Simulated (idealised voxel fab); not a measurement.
process module | voxel self aligned contacts
cross-section cut | 195 nm wide | cells 5 nm
A cross-section is a grid of square cells, given in bands from the top down. A band is one or more rows of cells.
Each band's line starts with the height of the band's top and of its bottom, in nm. Then come its materials from left to right, each with its width in nm. One material with "throughout" fills the band from edge to edge. "air" is empty space.
Height 0 is the level under which the wafer as received is all one material. The lowest band goes on downwards, as in "0 down".
A width such as "30 to 40" changes by the same amount from each row of cells to the next, from the band's top row to its bottom row.
"no change" after a step means that no cell of the cross-section changed.
closed voids: empty space of 8 cells or more with no open way to the top, each as width x height at its distance from the left edge, in nm
after a step's settings: what the simulator itself notes on the step
overlay nm, on a step with a mask: how far to the right of its planned place the mask lay; to the left if negative
plan
1 op RECEIVE | material Si
2 op OXIDIZE | depth nm 5
3 op DIRECTIONAL_DEP | material polySi | thk nm 30
4 op DIRECTIONAL_DEP | material SiN | thk nm 25
5 op PATTERN | tone cover | mask id GATE | material resist | width nm 30 | pitch nm 75 | thk nm 15 | overlay nm 0
6 op DIRECTIONAL_ETCH | etch materials SiN | depth nm 25
7 op DIRECTIONAL_ETCH | etch materials polySi | depth nm 30
8 op STRIP | etch materials resist
9 op CONFORMAL_DEP | material SiN | thk nm 10
10 op DIRECTIONAL_ETCH | etch materials SiN | depth nm 10
11 op FILL_DEP | material SiO2 | thk nm 20
12 op CMP | height nm 65
13 op MASKED_ETCH | tone open | mask id CONTACT | width nm 55 | etch materials SiO2 | depth nm 70 | overlay nm 0
14 op CONFORMAL_DEP | material TiN | thk nm 5
15 op FILL_DEP | material W | thk nm 5
16 op CMP | height nm 65
17 op CONFORMAL_DEP | material SiCN | thk nm 5
first wafer, as planned
as received, after step 1
  0 down: Si throughout
  closed voids: none
after step 2
  0 to -5: SiO2 throughout
  below -5: unchanged
after step 3
  30 to 0: polySi throughout
  below 0: unchanged
after step 4
  55 to 30: SiN throughout
  below 30: unchanged
after step 5
  70 to 55: air 45 | resist 30 | air 45 | resist 30 | air 45
  below 55: unchanged
after step 6
  70 to 55: air 45 | resist 30 | air 45 | resist 30 | air 45
  55 to 30: air 45 | SiN 30 | air 45 | SiN 30 | air 45
  below 30: unchanged
after step 7
  70 to 55: air 45 | resist 30 | air 45 | resist 30 | air 45
  55 to 30: air 45 | SiN 30 | air 45 | SiN 30 | air 45
  30 to 0: air 45 | polySi 30 | air 45 | polySi 30 | air 45
  below 0: unchanged
after step 8
  55 to 30: air 45 | SiN 30 | air 45 | SiN 30 | air 45
  below 30: unchanged
after step 9
  65 to 30: air 35 | SiN 50 | air 25 | SiN 50 | air 35
  30 to 10: air 35 | SiN 10 | polySi 30 | SiN 10 | air 25 | SiN 10 | polySi 30 | SiN 10 | air 35
  10 to 0: SiN 45 | polySi 30 | SiN 45 | polySi 30 | SiN 45
  below 0: unchanged
after step 10
  55 to 30: air 35 | SiN 50 | air 25 | SiN 50 | air 35
  30 to 0: air 35 | SiN 10 | polySi 30 | SiN 10 | air 25 | SiN 10 | polySi 30 | SiN 10 | air 35
  below 0: unchanged
after step 11
  75 to 55: SiO2 throughout
  55 to 30: SiO2 35 | SiN 50 | SiO2 25 | SiN 50 | SiO2 35
  30 to 0: SiO2 35 | SiN 10 | polySi 30 | SiN 10 | SiO2 25 | SiN 10 | polySi 30 | SiN 10 | SiO2 35
  below 0: unchanged
after step 12
  65 to 55: SiO2 throughout
  below 55: unchanged
after step 13
  65 to 55: SiO2 70 | air 55 | SiO2 70
  55 to 30: SiO2 35 | SiN 50 | air 25 | SiN 50 | SiO2 35
  30 to 0: SiO2 35 | SiN 10 | polySi 30 | SiN 10 | air 25 | SiN 10 | polySi 30 | SiN 10 | SiO2 35
  0 to -5: SiO2 85 | air 25 | SiO2 85
  below -5: unchanged
after step 14
  70 to 65: TiN 75 | air 45 | TiN 75
  65 to 55: SiO2 70 | TiN 5 to 20 | air 45 to 15 | TiN 5 to 20 | SiO2 70
  55 to 30: SiO2 35 | SiN 50 | TiN 5 | air 15 | TiN 5 | SiN 50 | SiO2 35
  30 to 0: SiO2 35 | SiN 10 | polySi 30 | SiN 10 | TiN 5 | air 15 | TiN 5 | SiN 10 | polySi 30 | SiN 10 | SiO2 35
  0 to -5: SiO2 85 | TiN 25 | SiO2 85
  below -5: unchanged
after step 15
  75 to 70: W throughout
  70 to 65: TiN 75 | W 45 | TiN 75
  65 to 55: SiO2 70 | TiN 5 to 20 | W 45 to 15 | TiN 5 to 20 | SiO2 70
  55 to 30: SiO2 35 | SiN 50 | TiN 5 | W 15 | TiN 5 | SiN 50 | SiO2 35
  30 to 0: SiO2 35 | SiN 10 | polySi 30 | SiN 10 | TiN 5 | W 15 | TiN 5 | SiN 10 | polySi 30 | SiN 10 | SiO2 35
  below 0: unchanged
after step 16
  65 to 55: SiO2 70 | TiN 5 to 20 | W 45 to 15 | TiN 5 to 20 | SiO2 70
  below 55: unchanged
after step 17
  70 to 65: SiCN throughout
  below 65: unchanged
second wafer: like start, like plan, one mistake. Through step 2 it matches the first wafer
when step 3 should have ended
  60 to 0: polySi throughout
  below 0: unchanged
when step 4 should have ended
  85 to 60: SiN throughout
  below 60: unchanged
when step 5 should have ended
  100 to 85: air 45 | resist 30 | air 45 | resist 30 | air 45
  below 85: unchanged
when step 6 should have ended
  100 to 85: air 45 | resist 30 | air 45 | resist 30 | air 45
  85 to 60: air 45 | SiN 30 | air 45 | SiN 30 | air 45
  below 60: unchanged
when step 7 should have ended
  100 to 85: air 45 | resist 30 | air 45 | resist 30 | air 45
  85 to 60: air 45 | SiN 30 | air 45 | SiN 30 | air 45
  60 to 30: air 45 | polySi 30 | air 45 | polySi 30 | air 45
  below 30: unchanged
when step 8 should have ended
  85 to 60: air 45 | SiN 30 | air 45 | SiN 30 | air 45
  below 60: unchanged
when step 9 should have ended
  95 to 60: air 35 | SiN 50 | air 25 | SiN 50 | air 35
  60 to 40: air 35 | SiN 10 | polySi 30 | SiN 10 | air 25 | SiN 10 | polySi 30 | SiN 10 | air 35
  40 to 30: SiN 45 | polySi 30 | SiN 45 | polySi 30 | SiN 45
  below 30: unchanged
when step 10 should have ended
  85 to 60: air 35 | SiN 50 | air 25 | SiN 50 | air 35
  60 to 30: air 35 | SiN 10 | polySi 30 | SiN 10 | air 25 | SiN 10 | polySi 30 | SiN 10 | air 35
  below 30: unchanged
when step 11 should have ended
  105 to 85: SiO2 throughout
  85 to 60: SiO2 35 | SiN 50 | SiO2 25 | SiN 50 | SiO2 35
  60 to 30: SiO2 35 | SiN 10 | polySi 30 | SiN 10 | SiO2 25 | SiN 10 | polySi 30 | SiN 10 | SiO2 35
  below 30: unchanged
when step 12 should have ended
  65 to 60: SiO2 35 | SiN 50 | SiO2 25 | SiN 50 | SiO2 35
  below 60: unchanged
when step 13 should have ended
  65 to 60: SiO2 35 | SiN 50 | air 25 | SiN 50 | SiO2 35
  60 to 30: SiO2 35 | SiN 10 | polySi 30 | SiN 10 | air 25 | SiN 10 | polySi 30 | SiN 10 | SiO2 35
  below 30: unchanged
when step 14 should have ended
  70 to 65: TiN 90 | air 15 | TiN 90
  65 to 60: SiO2 35 | SiN 50 | TiN 5 | air 15 | TiN 5 | SiN 50 | SiO2 35
  60 to 35: SiO2 35 | SiN 10 | polySi 30 | SiN 10 | TiN 5 | air 15 | TiN 5 | SiN 10 | polySi 30 | SiN 10 | SiO2 35
  35 to 30: SiO2 35 | SiN 10 | polySi 30 | SiN 10 | TiN 25 | SiN 10 | polySi 30 | SiN 10 | SiO2 35
  below 30: unchanged
when step 15 should have ended
  75 to 70: W throughout
  70 to 65: TiN 90 | W 15 | TiN 90
  65 to 60: SiO2 35 | SiN 50 | TiN 5 | W 15 | TiN 5 | SiN 50 | SiO2 35
  60 to 35: SiO2 35 | SiN 10 | polySi 30 | SiN 10 | TiN 5 | W 15 | TiN 5 | SiN 10 | polySi 30 | SiN 10 | SiO2 35
  below 35: unchanged
when step 16 should have ended
  65 to 60: SiO2 35 | SiN 50 | TiN 5 | W 15 | TiN 5 | SiN 50 | SiO2 35
  below 60: unchanged
when step 17 should have ended
  70 to 65: SiCN throughout
  below 65: unchanged
what went wrong: step 3 was run twice
at the end the second wafer has, in cells: 80 fewer of SiN | 107 fewer of SiO2 | 20 fewer of TiN | 27 fewer of W | 234 more of polySi
